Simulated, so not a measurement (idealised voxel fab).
Name of the process module below: voxel wiring stack
Square cells of 5 nm make up the cross-section cut, whose width is 265 nm.
Just so we're on the same page, the cross-sections are grids of square cells, and they're listed out in bands top to bottom, each band one or more rows deep.
Band entry format. Leading values: height of top, height of bottom, nm. Remainder: materials in left-to-right order, each with its width in nm. Special words: "edge to edge" on a single material, which then fills the band edge to edge; "blank", empty space.
Heights are measured from 0, the level below which the as-received wafer is all one material; the lowest band has no bottom and continues downward, written as in "0..down".
Graded width ("30..40"): value in top row of band = first number; value in bottom row = second number; row-to-row change constant.
Take "no change occurred" at face value: in the step it is given for, the cross-section changed in none of its cells.
Enclosed voids (no open way to top), threshold 8 cells or more, entry "Voids lacking openings", notation width x height at distance, distance from left edge, nm.
Note: text after step settings on the step line = simulator remark on that step.
If you see "overlay nm" on a step's line and that step has a mask, it's telling you how far right of where it was planned the mask ended up; a negative number means it went left instead.

**The following list gives the planned process steps**
1: RECEIVE, material Si
2: CONFORMAL_DEP, material SiO2, thk nm 15
3: CONFORMAL_DEP, material SiN, thk nm 5
4: DIRECTIONAL_DEP, material lowk, thk nm 15
5: PATTERN, tone open, mask id METAL_1, material resist, width nm 25, pitch nm 45, thk nm 15, overlay nm 0
6: DIRECTIONAL_ETCH, etch materials lowk, depth nm 15
7: DIRECTIONAL_ETCH, etch materials SiN, depth nm 5
8: STRIP, etch materials resist
9: CONFORMAL_DEP, material TiN, thk nm 5
10: FILL_DEP, material Cu, thk nm 5
11: CMP, height nm 35
12: EPI, material Ru, thk nm 5
13: FILL_DEP, material SiCN, thk nm 5
14: DIRECTIONAL_DEP, material SiO2, thk nm 10
15: MASKED_ETCH, tone open, mask id PLUG_1, width nm 15, pitch nm 90, etch materials SiO2, depth nm 10, overlay nm 0
16: MASKED_ETCH, tone open, mask id PLUG_1, width nm 15, pitch nm 90, etch materials SiCN, depth nm 5, overlay nm 0
17: EPI, material Ru, thk nm 10
18: EPI, material Ru, thk nm 5
19: CONFORMAL_DEP, material SiN, thk nm 5
20: DIRECTIONAL_DEP, material SiO2, thk nm 20
21: MASKED_ETCH, tone open, mask id METAL_2, width nm 25, pitch nm 45, etch materials SiO2, depth nm 20, overlay nm 0
22: MASKED_ETCH, tone open, mask id METAL_2, width nm 25, pitch nm 45, etch materials SiN, depth nm 5, overlay nm 0
23: CONFORMAL_DEP, material TiN, thk nm 5
24: FILL_DEP, material Cu, thk nm 10
25: CMP, height nm 80
26: CONFORMAL_DEP, material SiCN, thk nm 5
27: DIRECTIONAL_DEP, material SiO2, thk nm 25
28: DIRECTIONAL_DEP, material aC, thk nm 10
29: PATTERN, tone open, mask id METAL_3, material resist, width nm 25, pitch nm 45, thk nm 30, overlay nm 0
30: DIRECTIONAL_ETCH, etch materials aC, depth nm 10
31: STRIP, etch materials resist
32: DIRECTIONAL_ETCH, etch materials SiO2, depth nm 15
33: STRIP, etch materials aC
34: DIRECTIONAL_DEP, material aC, thk nm 10
35: PATTERN, tone open, mask id METAL_3_HOLES, material resist, width nm 15, pitch nm 45, thk nm 30, overlay nm 0
36: DIRECTIONAL_ETCH, etch materials aC, depth nm 10
37: STRIP, etch materials resist
38: DIRECTIONAL_ETCH, etch materials SiO2, depth nm 10
39: DIRECTIONAL_ETCH, etch materials SiCN, depth nm 5
40: STRIP, etch materials aC
41: CONFORMAL_DEP, material TiN, thk nm 5
42: FILL_DEP, material Cu, thk nm 10
43: CMP, height nm 110
44: CONFORMAL_DEP, material SiCN, thk nm 5
45: DIRECTIONAL_DEP, material SiO2, thk nm 30
46: DIRECTIONAL_DEP, material aC, thk nm 10
47: PATTERN, tone open, mask id METAL_4_HOLES, material resist, width nm 15, pitch nm 90, thk nm 25, overlay nm 0
48: DIRECTIONAL_ETCH, etch materials aC, depth nm 10
49: STRIP, etch materials resist
50: DIRECTIONAL_ETCH, etch materials SiO2, depth nm 30
51: STRIP, etch materials aC
52: MASKED_ETCH, tone open, mask id METAL_4, width nm 25, pitch nm 45, etch materials SiO2, depth nm 20, overlay nm 0
53: MASKED_ETCH, tone open, mask id METAL_4, width nm 25, pitch nm 45, etch materials SiCN, depth nm 5, overlay nm 0
54: CONFORMAL_DEP, material TiN, thk nm 5
55: FILL_DEP, material Ru, thk nm 10
56: CMP, height nm 145
57: CONFORMAL_DEP, material SiCN, thk nm 5

**Below: the first of two wafers, run as planned**

**As received (post step 1): cross-section**
0..down: Si edge to edge
Voids lacking openings: none

**The following cross-section depicts the wafer upon completion of step 2**
15..0: SiO2 edge to edge
Anything lower than 0 is untouched.

**The following cross-section depicts the wafer upon completion of step 3**
20..15: SiN edge to edge
Anything lower than 15 is untouched.

**The following cross-section depicts the wafer upon completion of step 4**
35..20: lowk edge to edge
Anything lower than 20 is untouched.

**The following cross-section depicts the wafer upon completion of step 5**
50..35: 50 resist / 25 blank / 20 resist / 25 blank / 20 resist / 25 blank / 20 resist / 25 blank / 55 resist
Anything lower than 35 is untouched.

**The following cross-section depicts the wafer upon completion of step 6**
50..35: 50 resist / 25 blank / 20 resist / 25 blank / 20 resist / 25 blank / 20 resist / 25 blank / 55 resist
35..20: 50 lowk / 25 blank / 20 lowk / 25 blank / 20 lowk / 25 blank / 20 lowk / 25 blank / 55 lowk
Anything lower than 20 is untouched.

**The following cross-section depicts the wafer upon completion of step 7**
50..35: 50 resist / 25 blank / 20 resist / 25 blank / 20 resist / 25 blank / 20 resist / 25 blank / 55 resist
35..20: 50 lowk / 25 blank / 20 lowk / 25 blank / 20 lowk / 25 blank / 20 lowk / 25 blank / 55 lowk
20..15: 50 SiN / 25 blank / 20 SiN / 25 blank / 20 SiN / 25 blank / 20 SiN / 25 blank / 55 SiN
Anything lower than 15 is untouched.

**The following cross-section depicts the wafer upon completion of step 8**
35..20: 50 lowk / 25 blank / 20 lowk / 25 blank / 20 lowk / 25 blank / 20 lowk / 25 blank / 55 lowk
Anything lower than 20 is untouched.

**The following cross-section depicts the wafer upon completion of step 9**
40..35: 55 TiN / 15 blank / 30 TiN / 15 blank / 30 TiN / 15 blank / 30 TiN / 15 blank / 60 TiN
35..20: 50 lowk / 5 TiN / 15 blank / 5 TiN / 20 lowk / 5 TiN / 15 blank / 5 TiN / 20 lowk / 5 TiN / 15 blank / 5 TiN / 20 lowk / 5 TiN / 15 blank / 5 TiN / 55 lowk
20..15: 50 SiN / 25 TiN / 20 SiN / 25 TiN / 20 SiN / 25 TiN / 20 SiN / 25 TiN / 55 SiN
Anything lower than 15 is untouched.

**The following cross-section depicts the wafer upon completion of step 10**
45..40: Cu edge to edge
40..35: 55 TiN / 15 Cu / 30 TiN / 15 Cu / 30 TiN / 15 Cu / 30 TiN / 15 Cu / 60 TiN
35..20: 50 lowk / 5 TiN / 15 Cu / 5 TiN / 20 lowk / 5 TiN / 15 Cu / 5 TiN / 20 lowk / 5 TiN / 15 Cu / 5 TiN / 20 lowk / 5 TiN / 15 Cu / 5 TiN / 55 lowk
Anything lower than 20 is untouched.

**The following cross-section depicts the wafer upon completion of step 11**
35..20: 50 lowk / 5 TiN / 15 Cu / 5 TiN / 20 lowk / 5 TiN / 15 Cu / 5 TiN / 20 lowk / 5 TiN / 15 Cu / 5 TiN / 20 lowk / 5 TiN / 15 Cu / 5 TiN / 55 lowk
Anything lower than 20 is untouched.

**The following cross-section depicts the wafer upon completion of step 12**
40..35: 45 blank / 35 Ru / 10 blank / 35 Ru / 10 blank / 35 Ru / 10 blank / 35 Ru / 50 blank
Anything lower than 35 is untouched.

**The following cross-section depicts the wafer upon completion of step 13**
45..40: SiCN edge to edge
40..35: 45 SiCN / 35 Ru / 10 SiCN / 35 Ru / 10 SiCN / 35 Ru / 10 SiCN / 35 Ru / 50 SiCN
Anything lower than 35 is untouched.

**The following cross-section depicts the wafer upon completion of step 14**
55..45: SiO2 edge to edge
Anything lower than 45 is untouched.

**The following cross-section depicts the wafer upon completion of step 15**
55..45: 50 SiO2 / 15 blank / 75 SiO2 / 15 blank / 110 SiO2
Anything lower than 45 is untouched.

**The following cross-section depicts the wafer upon completion of step 16**
55..45: 50 SiO2 / 15 blank / 75 SiO2 / 15 blank / 110 SiO2
45..40: 50 SiCN / 15 blank / 75 SiCN / 15 blank / 110 SiCN
Anything lower than 40 is untouched.

**The following cross-section depicts the wafer upon completion of step 17**
55..50: 50 SiO2 / 15 blank / 75 SiO2 / 15 blank / 110 SiO2
50..45: 50 SiO2 / 15 Ru / 75 SiO2 / 15 Ru / 110 SiO2
45..40: 50 SiCN / 15 Ru / 75 SiCN / 15 Ru / 110 SiCN
Anything lower than 40 is untouched.

**The following cross-section depicts the wafer upon completion of step 18**
55..45: 50 SiO2 / 15 Ru / 75 SiO2 / 15 Ru / 110 SiO2
Anything lower than 45 is untouched.

**The following cross-section depicts the wafer upon completion of step 19**
60..55: SiN edge to edge
Anything lower than 55 is untouched.

**The following cross-section depicts the wafer upon completion of step 20**
80..60: SiO2 edge to edge
Anything lower than 60 is untouched.

**The following cross-section depicts the wafer upon completion of step 21**
80..60: 50 SiO2 / 25 blank / 20 SiO2 / 25 blank / 20 SiO2 / 25 blank / 20 SiO2 / 25 blank / 55 SiO2
Anything lower than 60 is untouched.

**The following cross-section depicts the wafer upon completion of step 22**
80..60: 50 SiO2 / 25 blank / 20 SiO2 / 25 blank / 20 SiO2 / 25 blank / 20 SiO2 / 25 blank / 55 SiO2
60..55: 50 SiN / 25 blank / 20 SiN / 25 blank / 20 SiN / 25 blank / 20 SiN / 25 blank / 55 SiN
Anything lower than 55 is untouched.

**The following cross-section depicts the wafer upon completion of step 23**
85..80: 55 TiN / 15 blank / 30 TiN / 15 blank / 30 TiN / 15 blank / 30 TiN / 15 blank / 60 TiN
80..60: 50 SiO2 / 5 TiN / 15 blank / 5 TiN / 20 SiO2 / 5 TiN / 15 blank / 5 TiN / 20 SiO2 / 5 TiN / 15 blank / 5 TiN / 20 SiO2 / 5 TiN / 15 blank / 5 TiN / 55 SiO2
60..55: 50 SiN / 25 TiN / 20 SiN / 25 TiN / 20 SiN / 25 TiN / 20 SiN / 25 TiN / 55 SiN
Anything lower than 55 is untouched.

**The following cross-section depicts the wafer upon completion of step 24**
95..85: Cu edge to edge
85..80: 55 TiN / 15 Cu / 30 TiN / 15 Cu / 30 TiN / 15 Cu / 30 TiN / 15 Cu / 60 TiN
80..60: 50 SiO2 / 5 TiN / 15 Cu / 5 TiN / 20 SiO2 / 5 TiN / 15 Cu / 5 TiN / 20 SiO2 / 5 TiN / 15 Cu / 5 TiN / 20 SiO2 / 5 TiN / 15 Cu / 5 TiN / 55 SiO2
Anything lower than 60 is untouched.

**The following cross-section depicts the wafer upon completion of step 25**
80..60: 50 SiO2 / 5 TiN / 15 Cu / 5 TiN / 20 SiO2 / 5 TiN / 15 Cu / 5 TiN / 20 SiO2 / 5 TiN / 15 Cu / 5 TiN / 20 SiO2 / 5 TiN / 15 Cu / 5 TiN / 55 SiO2
Anything lower than 60 is untouched.

**The following cross-section depicts the wafer upon completion of step 26**
85..80: SiCN edge to edge
Anything lower than 80 is untouched.

**The following cross-section depicts the wafer upon completion of step 27**
110..85: SiO2 edge to edge
Anything lower than 85 is untouched.

**The following cross-section depicts the wafer upon completion of step 28**
120..110: aC edge to edge
Anything lower than 110 is untouched.

**The following cross-section depicts the wafer upon completion of step 29**
150..120: 50 resist / 25 blank / 20 resist / 25 blank / 20 resist / 25 blank / 20 resist / 25 blank / 55 resist
Anything lower than 120 is untouched.

**The following cross-section depicts the wafer upon completion of step 30**
140..120: 50 resist / 25 blank / 20 resist / 25 blank / 20 resist / 25 blank / 20 resist / 25 blank / 55 resist
120..110: 50 aC / 25 blank / 20 aC / 25 blank / 20 aC / 25 blank / 20 aC / 25 blank / 55 aC
Anything lower than 110 is untouched.

**The following cross-section depicts the wafer upon completion of step 31**
120..110: 50 aC / 25 blank / 20 aC / 25 blank / 20 aC / 25 blank / 20 aC / 25 blank / 55 aC
Anything lower than 110 is untouched.

**The following cross-section depicts the wafer upon completion of step 32**
120..110: 50 aC / 25 blank / 20 aC / 25 blank / 20 aC / 25 blank / 20 aC / 25 blank / 55 aC
110..95: 50 SiO2 / 25 blank / 20 SiO2 / 25 blank / 20 SiO2 / 25 blank / 20 SiO2 / 25 blank / 55 SiO2
Anything lower than 95 is untouched.

**The following cross-section depicts the wafer upon completion of step 33**
110..95: 50 SiO2 / 25 blank / 20 SiO2 / 25 blank / 20 SiO2 / 25 blank / 20 SiO2 / 25 blank / 55 SiO2
Anything lower than 95 is untouched.

**The following cross-section depicts the wafer upon completion of step 34**
120..110: 50 aC / 25 blank / 20 aC / 25 blank / 20 aC / 25 blank / 20 aC / 25 blank / 55 aC
110..105: 50 SiO2 / 25 blank / 20 SiO2 / 25 blank / 20 SiO2 / 25 blank / 20 SiO2 / 25 blank / 55 SiO2
105..95: 50 SiO2 / 25 aC / 20 SiO2 / 25 aC / 20 SiO2 / 25 aC / 20 SiO2 / 25 aC / 55 SiO2
Anything lower than 95 is untouched.

**The following cross-section depicts the wafer upon completion of step 35**
150..120: 50 resist / 15 blank / 30 resist / 15 blank / 30 resist / 15 blank / 30 resist / 15 blank / 65 resist
120..110: 50 aC / 15 blank / 10 resist / 20 aC / 15 blank / 10 resist / 20 aC / 15 blank / 10 resist / 20 aC / 15 blank / 10 resist / 55 aC
110..105: 50 SiO2 / 15 blank / 10 resist / 20 SiO2 / 15 blank / 10 resist / 20 SiO2 / 15 blank / 10 resist / 20 SiO2 / 15 blank / 10 resist / 55 SiO2
Anything lower than 105 is untouched.

**The following cross-section depicts the wafer upon completion of step 36**
140..120: 50 resist / 15 blank / 30 resist / 15 blank / 30 resist / 15 blank / 30 resist / 15 blank / 65 resist
120..110: 50 aC / 15 blank / 10 resist / 20 aC / 15 blank / 10 resist / 20 aC / 15 blank / 10 resist / 20 aC / 15 blank / 10 resist / 55 aC
110..105: 50 SiO2 / 15 blank / 10 resist / 20 SiO2 / 15 blank / 10 resist / 20 SiO2 / 15 blank / 10 resist / 20 SiO2 / 15 blank / 10 resist / 55 SiO2
105..95: 50 SiO2 / 15 blank / 10 aC / 20 SiO2 / 15 blank / 10 aC / 20 SiO2 / 15 blank / 10 aC / 20 SiO2 / 15 blank / 10 aC / 55 SiO2
Anything lower than 95 is untouched.

**The following cross-section depicts the wafer upon completion of step 37**
120..110: 50 aC / 25 blank / 20 aC / 25 blank / 20 aC / 25 blank / 20 aC / 25 blank / 55 aC
110..105: 50 SiO2 / 25 blank / 20 SiO2 / 25 blank / 20 SiO2 / 25 blank / 20 SiO2 / 25 blank / 55 SiO2
Anything lower than 105 is untouched.

**The following cross-section depicts the wafer upon completion of step 38**
120..110: 50 aC / 25 blank / 20 aC / 25 blank / 20 aC / 25 blank / 20 aC / 25 blank / 55 aC
110..105: 50 SiO2 / 25 blank / 20 SiO2 / 25 blank / 20 SiO2 / 25 blank / 20 SiO2 / 25 blank / 55 SiO2
105..95: 50 SiO2 / 15 blank / 10 aC / 20 SiO2 / 15 blank / 10 aC / 20 SiO2 / 15 blank / 10 aC / 20 SiO2 / 15 blank / 10 aC / 55 SiO2
95..85: 50 SiO2 / 15 blank / 30 SiO2 / 15 blank / 30 SiO2 / 15 blank / 30 SiO2 / 15 blank / 65 SiO2
Anything lower than 85 is untouched.

**The following cross-section depicts the wafer upon completion of step 39**
120..110: 50 aC / 25 blank / 20 aC / 25 blank / 20 aC / 25 blank / 20 aC / 25 blank / 55 aC
110..105: 50 SiO2 / 25 blank / 20 SiO2 / 25 blank / 20 SiO2 / 25 blank / 20 SiO2 / 25 blank / 55 SiO2
105..95: 50 SiO2 / 15 blank / 10 aC / 20 SiO2 / 15 blank / 10 aC / 20 SiO2 / 15 blank / 10 aC / 20 SiO2 / 15 blank / 10 aC / 55 SiO2
95..85: 50 SiO2 / 15 blank / 30 SiO2 / 15 blank / 30 SiO2 / 15 blank / 30 SiO2 / 15 blank / 65 SiO2
85..80: 50 SiCN / 15 blank / 30 SiCN / 15 blank / 30 SiCN / 15 blank / 30 SiCN / 15 blank / 65 SiCN
Anything lower than 80 is untouched.

**The following cross-section depicts the wafer upon completion of step 40**
110..95: 50 SiO2 / 25 blank / 20 SiO2 / 25 blank / 20 SiO2 / 25 blank / 20 SiO2 / 25 blank / 55 SiO2
Anything lower than 95 is untouched.

**The following cross-section depicts the wafer upon completion of step 41**
115..110: 55 TiN / 15 blank / 30 TiN / 15 blank / 30 TiN / 15 blank / 30 TiN / 15 blank / 60 TiN
110..100: 50 SiO2 / 5 TiN / 15 blank / 5 TiN / 20 SiO2 / 5 TiN / 15 blank / 5 TiN / 20 SiO2 / 5 TiN / 15 blank / 5 TiN / 20 SiO2 / 5 TiN / 15 blank / 5 TiN / 55 SiO2
100..95: 50 SiO2 / 5 TiN / 5 blank / 15 TiN / 20 SiO2 / 5 TiN / 5 blank / 15 TiN / 20 SiO2 / 5 TiN / 5 blank / 15 TiN / 20 SiO2 / 5 TiN / 5 blank / 15 TiN / 55 SiO2
95..85: 50 SiO2 / 5 TiN / 5 blank / 5 TiN / 30 SiO2 / 5 TiN / 5 blank / 5 TiN / 30 SiO2 / 5 TiN / 5 blank / 5 TiN / 30 SiO2 / 5 TiN / 5 blank / 5 TiN / 65 SiO2
85..80: 50 SiCN / 15 TiN / 30 SiCN / 15 TiN / 30 SiCN / 15 TiN / 30 SiCN / 15 TiN / 65 SiCN
Anything lower than 80 is untouched.

**The following cross-section depicts the wafer upon completion of step 42**
125..115: Cu edge to edge
115..110: 55 TiN / 15 Cu / 30 TiN / 15 Cu / 30 TiN / 15 Cu / 30 TiN / 15 Cu / 60 TiN
110..100: 50 SiO2 / 5 TiN / 15 Cu / 5 TiN / 20 SiO2 / 5 TiN / 15 Cu / 5 TiN / 20 SiO2 / 5 TiN / 15 Cu / 5 TiN / 20 SiO2 / 5 TiN / 15 Cu / 5 TiN / 55 SiO2
100..95: 50 SiO2 / 5 TiN / 5 Cu / 15 TiN / 20 SiO2 / 5 TiN / 5 Cu / 15 TiN / 20 SiO2 / 5 TiN / 5 Cu / 15 TiN / 20 SiO2 / 5 TiN / 5 Cu / 15 TiN / 55 SiO2
95..85: 50 SiO2 / 5 TiN / 5 Cu / 5 TiN / 30 SiO2 / 5 TiN / 5 Cu / 5 TiN / 30 SiO2 / 5 TiN / 5 Cu / 5 TiN / 30 SiO2 / 5 TiN / 5 Cu / 5 TiN / 65 SiO2
Anything lower than 85 is untouched.

**The following cross-section depicts the wafer upon completion of step 43**
110..100: 50 SiO2 / 5 TiN / 15 Cu / 5 TiN / 20 SiO2 / 5 TiN / 15 Cu / 5 TiN / 20 SiO2 / 5 TiN / 15 Cu / 5 TiN / 20 SiO2 / 5 TiN / 15 Cu / 5 TiN / 55 SiO2
Anything lower than 100 is untouched.

**The following cross-section depicts the wafer upon completion of step 44**
115..110: SiCN edge to edge
Anything lower than 110 is untouched.

**The following cross-section depicts the wafer upon completion of step 45**
145..115: SiO2 edge to edge
Anything lower than 115 is untouched.

**The following cross-section depicts the wafer upon completion of step 46**
155..145: aC edge to edge
Anything lower than 145 is untouched.

**The following cross-section depicts the wafer upon completion of step 47**
180..155: 50 resist / 15 blank / 75 resist / 15 blank / 110 resist
Anything lower than 155 is untouched.

**The following cross-section depicts the wafer upon completion of step 48**
170..155: 50 resist / 15 blank / 75 resist / 15 blank / 110 resist
155..145: 50 aC / 15 blank / 75 aC / 15 blank / 110 aC
Anything lower than 145 is untouched.

**The following cross-section depicts the wafer upon completion of step 49**
155..145: 50 aC / 15 blank / 75 aC / 15 blank / 110 aC
Anything lower than 145 is untouched.

**The following cross-section depicts the wafer upon completion of step 50**
155..145: 50 aC / 15 blank / 75 aC / 15 blank / 110 aC
145..115: 50 SiO2 / 15 blank / 75 SiO2 / 15 blank / 110 SiO2
Anything lower than 115 is untouched.

**The following cross-section depicts the wafer upon completion of step 51**
145..115: 50 SiO2 / 15 blank / 75 SiO2 / 15 blank / 110 SiO2
Anything lower than 115 is untouched.

**The following cross-section depicts the wafer upon completion of step 52**
145..125: 50 SiO2 / 25 blank / 20 SiO2 / 25 blank / 20 SiO2 / 25 blank / 20 SiO2 / 25 blank / 55 SiO2
Anything lower than 125 is untouched.

**The following cross-section depicts the wafer upon completion of step 53**
145..125: 50 SiO2 / 25 blank / 20 SiO2 / 25 blank / 20 SiO2 / 25 blank / 20 SiO2 / 25 blank / 55 SiO2
125..115: 50 SiO2 / 15 blank / 75 SiO2 / 15 blank / 110 SiO2
115..110: 50 SiCN / 15 blank / 75 SiCN / 15 blank / 110 SiCN
Anything lower than 110 is untouched.

**The following cross-section depicts the wafer upon completion of step 54**
150..145: 55 TiN / 15 blank / 30 TiN / 15 blank / 30 TiN / 15 blank / 30 TiN / 15 blank / 60 TiN
145..130: 50 SiO2 / 5 TiN / 15 blank / 5 TiN / 20 SiO2 / 5 TiN / 15 blank / 5 TiN / 20 SiO2 / 5 TiN / 15 blank / 5 TiN / 20 SiO2 / 5 TiN / 15 blank / 5 TiN / 55 SiO2
130..125: 50 SiO2 / 5 TiN / 5 blank / 15 TiN / 20 SiO2 / 25 TiN / 20 SiO2 / 5 TiN / 5 blank / 15 TiN / 20 SiO2 / 25 TiN / 55 SiO2
125..115: 50 SiO2 / 5 TiN / 5 blank / 5 TiN / 75 SiO2 / 5 TiN / 5 blank / 5 TiN / 110 SiO2
115..110: 50 SiCN / 15 TiN / 75 SiCN / 15 TiN / 110 SiCN
Anything lower than 110 is untouched.

**The following cross-section depicts the wafer upon completion of step 55**
160..150: Ru edge to edge
150..145: 55 TiN / 15 Ru / 30 TiN / 15 Ru / 30 TiN / 15 Ru / 30 TiN / 15 Ru / 60 TiN
145..130: 50 SiO2 / 5 TiN / 15 Ru / 5 TiN / 20 SiO2 / 5 TiN / 15 Ru / 5 TiN / 20 SiO2 / 5 TiN / 15 Ru / 5 TiN / 20 SiO2 / 5 TiN / 15 Ru / 5 TiN / 55 SiO2
130..125: 50 SiO2 / 5 TiN / 5 Ru / 15 TiN / 20 SiO2 / 25 TiN / 20 SiO2 / 5 TiN / 5 Ru / 15 TiN / 20 SiO2 / 25 TiN / 55 SiO2
125..115: 50 SiO2 / 5 TiN / 5 Ru / 5 TiN / 75 SiO2 / 5 TiN / 5 Ru / 5 TiN / 110 SiO2
Anything lower than 115 is untouched.

**The following cross-section depicts the wafer upon completion of step 56**
145..130: 50 SiO2 / 5 TiN / 15 Ru / 5 TiN / 20 SiO2 / 5 TiN / 15 Ru / 5 TiN / 20 SiO2 / 5 TiN / 15 Ru / 5 TiN / 20 SiO2 / 5 TiN / 15 Ru / 5 TiN / 55 SiO2
Anything lower than 130 is untouched.

**The following cross-section depicts the wafer upon completion of step 57**
150..145: SiCN edge to edge
Anything lower than 145 is untouched.

**Second wafer - shared start and plan with the first - one error in running - same as the first up to step 43 inclusive**

**The second wafer in cross-section, at the planned close of step 44**
140..110: SiO2 edge to edge
Anything lower than 110 is untouched.

**The second wafer in cross-section, at the planned close of step 45**
145..140: SiCN edge to edge
Anything lower than 140 is untouched.

**The second wafer in cross-section, at the planned close of step 46**
155..145: aC edge to edge
Anything lower than 145 is untouched.

**The second wafer in cross-section, at the planned close of step 47**
180..155: 50 resist / 15 blank / 75 resist / 15 blank / 110 resist
Anything lower than 155 is untouched.

**The second wafer in cross-section, at the planned close of step 48**
170..155: 50 resist / 15 blank / 75 resist / 15 blank / 110 resist
155..145: 50 aC / 15 blank / 75 aC / 15 blank / 110 aC
Anything lower than 145 is untouched.

**The second wafer in cross-section, at the planned close of step 49**
155..145: 50 aC / 15 blank / 75 aC / 15 blank / 110 aC
Anything lower than 145 is untouched.

The second wafer in cross-section, at the planned close of step 50: no change occurred

**The second wafer in cross-section, at the planned close of step 51**
145..140: SiCN edge to edge
Anything lower than 140 is untouched.

The second wafer in cross-section, at the planned close of step 52: no change occurred

**The second wafer in cross-section, at the planned close of step 53**
145..140: 50 SiCN / 25 blank / 20 SiCN / 25 blank / 20 SiCN / 25 blank / 20 SiCN / 25 blank / 55 SiCN
Anything lower than 140 is untouched.

**The second wafer in cross-section, at the planned close of step 54**
150..145: 55 TiN / 15 blank / 30 TiN / 15 blank / 30 TiN / 15 blank / 30 TiN / 15 blank / 60 TiN
145..140: 50 SiCN / 25 TiN / 20 SiCN / 25 TiN / 20 SiCN / 25 TiN / 20 SiCN / 25 TiN / 55 SiCN
Anything lower than 140 is untouched.

**The second wafer in cross-section, at the planned close of step 55**
160..150: Ru edge to edge
150..145: 55 TiN / 15 Ru / 30 TiN / 15 Ru / 30 TiN / 15 Ru / 30 TiN / 15 Ru / 60 TiN
Anything lower than 145 is untouched.

**The second wafer in cross-section, at the planned close of step 56**
145..140: 50 SiCN / 25 TiN / 20 SiCN / 25 TiN / 20 SiCN / 25 TiN / 20 SiCN / 25 TiN / 55 SiCN
Anything lower than 140 is untouched.

**The second wafer in cross-section, at the planned close of step 57**
150..145: SiCN edge to edge
Anything lower than 145 is untouched.
Finding, execution versus plan: ran 44 and 45 in swapped order versus the plan
End of process, cell counts, second wafer against first, materials with more or fewer: Ru: 42 fewer, SiCN: 14 fewer, SiO2: 92 more, TiN: 36 fewer
